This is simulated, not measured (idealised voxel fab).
Process module in this document: voxel tone inversion
Cross-sectional view cut (width: 215 nm; square cell size: 5 nm).
Think of the cross-section as a grid of square cells. We describe it in bands, top to bottom, and each band covers one or more rows of those cells.
Band entry format. Leading values: height of top, height of bottom, nm. Remainder: materials in left-to-right order, each with its width in nm. Special words: "throughout" on a single material, which then fills the band edge to edge; "empty", empty space.
Convention: height 0 is the level below which the wafer, as received, is all one material. The lowest band does not terminate at the bottom but continues downward, represented as "0 down".
The width entry "30..40" should be interpreted row by row: the top row of cells in the band takes the first number, the bottom row takes the second number, and the change between adjacent rows is uniform throughout.
"remained the same" -> step changed no cross-section cell.
Any empty space of 8 cells or more lacking an open way to the top shows up in "Unvented voids" as width x height at distance, distance from the left edge, in nm.
Note: text after step settings on the step line = simulator remark on that step.
What "overlay nm" on a step's line means: if the step has a mask, that mask lay this far to the right of its planned place, or, when the value is negative, to the left.
LISTED BELOW ARE THE PROCESS STEPS AS PLANNED
1: RECEIVE with material Si
2: CONFORMAL_DEP with material SiN, thk nm 10
3: DIRECTIONAL_DEP with material polySi, thk nm 25
4: PATTERN with tone cover, mask id POSTS, material resist, width nm 20, pitch nm 50, thk nm 35, overlay nm 0
5: DIRECTIONAL_ETCH with etch materials polySi, depth nm 25
6: STRIP with etch materials resist
7: FILL_DEP with material lowk, thk nm 5
8: CMP with height nm 35
9: STRIP with etch materials polySi
10: CONFORMAL_DEP with material TiN, thk nm 5
11: FILL_DEP with material Ru, thk nm 10
12: CMP with height nm 35
13: CONFORMAL_DEP with material SiCN, thk nm 5
WAFER, FIRST OF TWO, RUN AS PLANNED
AS RECEIVED (POST STEP 1): CROSS-SECTION
* 0 down: Si throughout
* Unvented voids: none
AFTER STEP 2: WAFER CROSS-SECTION
* 10 to 0: SiN throughout
* Under the height 0 nothing was changed.
AFTER STEP 3: WAFER CROSS-SECTION
* 35 to 10: polySi throughout
* Under the height 10 nothing was changed.
AFTER STEP 4: WAFER CROSS-SECTION
* 70 to 35: empty: 45; resist: 20; empty: 30; resist: 20; empty: 30; resist: 20; empty: 50
* Under the height 35 nothing was changed.
AFTER STEP 5: WAFER CROSS-SECTION
* 70 to 35: empty: 45; resist: 20; empty: 30; resist: 20; empty: 30; resist: 20; empty: 50
* 35 to 10: empty: 45; polySi: 20; empty: 30; polySi: 20; empty: 30; polySi: 20; empty: 50
* Under the height 10 nothing was changed.
AFTER STEP 6: WAFER CROSS-SECTION
* 35 to 10: empty: 45; polySi: 20; empty: 30; polySi: 20; empty: 30; polySi: 20; empty: 50
* Under the height 10 nothing was changed.
AFTER STEP 7: WAFER CROSS-SECTION
* 40 to 35: lowk throughout
* 35 to 10: lowk: 45; polySi: 20; lowk: 30; polySi: 20; lowk: 30; polySi: 20; lowk: 50
* Under the height 10 nothing was changed.
AFTER STEP 8: WAFER CROSS-SECTION
* 35 to 10: lowk: 45; polySi: 20; lowk: 30; polySi: 20; lowk: 30; polySi: 20; lowk: 50
* Under the height 10 nothing was changed.
AFTER STEP 9: WAFER CROSS-SECTION
* 35 to 10: lowk: 45; empty: 20; lowk: 30; empty: 20; lowk: 30; empty: 20; lowk: 50
* Under the height 10 nothing was changed.
AFTER STEP 10: WAFER CROSS-SECTION
* 40 to 35: TiN: 50; empty: 10; TiN: 40; empty: 10; TiN: 40; empty: 10; TiN: 55
* 35 to 15: lowk: 45; TiN: 5; empty: 10; TiN: 5; lowk: 30; TiN: 5; empty: 10; TiN: 5; lowk: 30; TiN: 5; empty: 10; TiN: 5; lowk: 50
* 15 to 10: lowk: 45; TiN: 20; lowk: 30; TiN: 20; lowk: 30; TiN: 20; lowk: 50
* Under the height 10 nothing was changed.
AFTER STEP 11: WAFER CROSS-SECTION
* 50 to 40: Ru throughout
* 40 to 35: TiN: 50; Ru: 10; TiN: 40; Ru: 10; TiN: 40; Ru: 10; TiN: 55
* 35 to 15: lowk: 45; TiN: 5; Ru: 10; TiN: 5; lowk: 30; TiN: 5; Ru: 10; TiN: 5; lowk: 30; TiN: 5; Ru: 10; TiN: 5; lowk: 50
* Under the height 15 nothing was changed.
AFTER STEP 12: WAFER CROSS-SECTION
* 35 to 15: lowk: 45; TiN: 5; Ru: 10; TiN: 5; lowk: 30; TiN: 5; Ru: 10; TiN: 5; lowk: 30; TiN: 5; Ru: 10; TiN: 5; lowk: 50
* Under the height 15 nothing was changed.
AFTER STEP 13: WAFER CROSS-SECTION
* 40 to 35: SiCN throughout
* Under the height 35 nothing was changed.
SECOND WAFER: LIKE START, LIKE PLAN, ONE MISTAKE. THROUGH STEP 3 IT MATCHES THE FIRST WAFER
SECOND WAFER, SECTION VIEW, TIME POINT: SCHEDULED END OF STEP 4
* 70 to 35: empty: 35; resist: 20; empty: 30; resist: 20; empty: 30; resist: 20; empty: 60
* Under the height 35 nothing was changed.
SECOND WAFER, SECTION VIEW, TIME POINT: SCHEDULED END OF STEP 5
* 70 to 35: empty: 35; resist: 20; empty: 30; resist: 20; empty: 30; resist: 20; empty: 60
* 35 to 10: empty: 35; polySi: 20; empty: 30; polySi: 20; empty: 30; polySi: 20; empty: 60
* Under the height 10 nothing was changed.
SECOND WAFER, SECTION VIEW, TIME POINT: SCHEDULED END OF STEP 6
* 35 to 10: empty: 35; polySi: 20; empty: 30; polySi: 20; empty: 30; polySi: 20; empty: 60
* Under the height 10 nothing was changed.
SECOND WAFER, SECTION VIEW, TIME POINT: SCHEDULED END OF STEP 7
* 40 to 35: lowk throughout
* 35 to 10: lowk: 35; polySi: 20; lowk: 30; polySi: 20; lowk: 30; polySi: 20; lowk: 60
* Under the height 10 nothing was changed.
SECOND WAFER, SECTION VIEW, TIME POINT: SCHEDULED END OF STEP 8
* 35 to 10: lowk: 35; polySi: 20; lowk: 30; polySi: 20; lowk: 30; polySi: 20; lowk: 60
* Under the height 10 nothing was changed.
SECOND WAFER, SECTION VIEW, TIME POINT: SCHEDULED END OF STEP 9
* 35 to 10: lowk: 35; empty: 20; lowk: 30; empty: 20; lowk: 30; empty: 20; lowk: 60
* Under the height 10 nothing was changed.
SECOND WAFER, SECTION VIEW, TIME POINT: SCHEDULED END OF STEP 10
* 40 to 35: TiN: 40; empty: 10; TiN: 40; empty: 10; TiN: 40; empty: 10; TiN: 65
* 35 to 15: lowk: 35; TiN: 5; empty: 10; TiN: 5; lowk: 30; TiN: 5; empty: 10; TiN: 5; lowk: 30; TiN: 5; empty: 10; TiN: 5; lowk: 60
* 15 to 10: lowk: 35; TiN: 20; lowk: 30; TiN: 20; lowk: 30; TiN: 20; lowk: 60
* Under the height 10 nothing was changed.
SECOND WAFER, SECTION VIEW, TIME POINT: SCHEDULED END OF STEP 11
* 50 to 40: Ru throughout
* 40 to 35: TiN: 40; Ru: 10; TiN: 40; Ru: 10; TiN: 40; Ru: 10; TiN: 65
* 35 to 15: lowk: 35; TiN: 5; Ru: 10; TiN: 5; lowk: 30; TiN: 5; Ru: 10; TiN: 5; lowk: 30; TiN: 5; Ru: 10; TiN: 5; lowk: 60
* Under the height 15 nothing was changed.
SECOND WAFER, SECTION VIEW, TIME POINT: SCHEDULED END OF STEP 12
* 35 to 15: lowk: 35; TiN: 5; Ru: 10; TiN: 5; lowk: 30; TiN: 5; Ru: 10; TiN: 5; lowk: 30; TiN: 5; Ru: 10; TiN: 5; lowk: 60
* Under the height 15 nothing was changed.
SECOND WAFER, SECTION VIEW, TIME POINT: SCHEDULED END OF STEP 13
* 40 to 35: SiCN throughout
* Under the height 35 nothing was changed.
Deviation from plan: step 4: run off-plan, actual operation and settings PATTERN with tone cover, mask id POSTS, material resist, width nm 20, pitch nm 50, thk nm 35, overlay nm -10
When the process is done, the second wafer contains the same cell count of every material as the first wafer, but distributed over other locations.
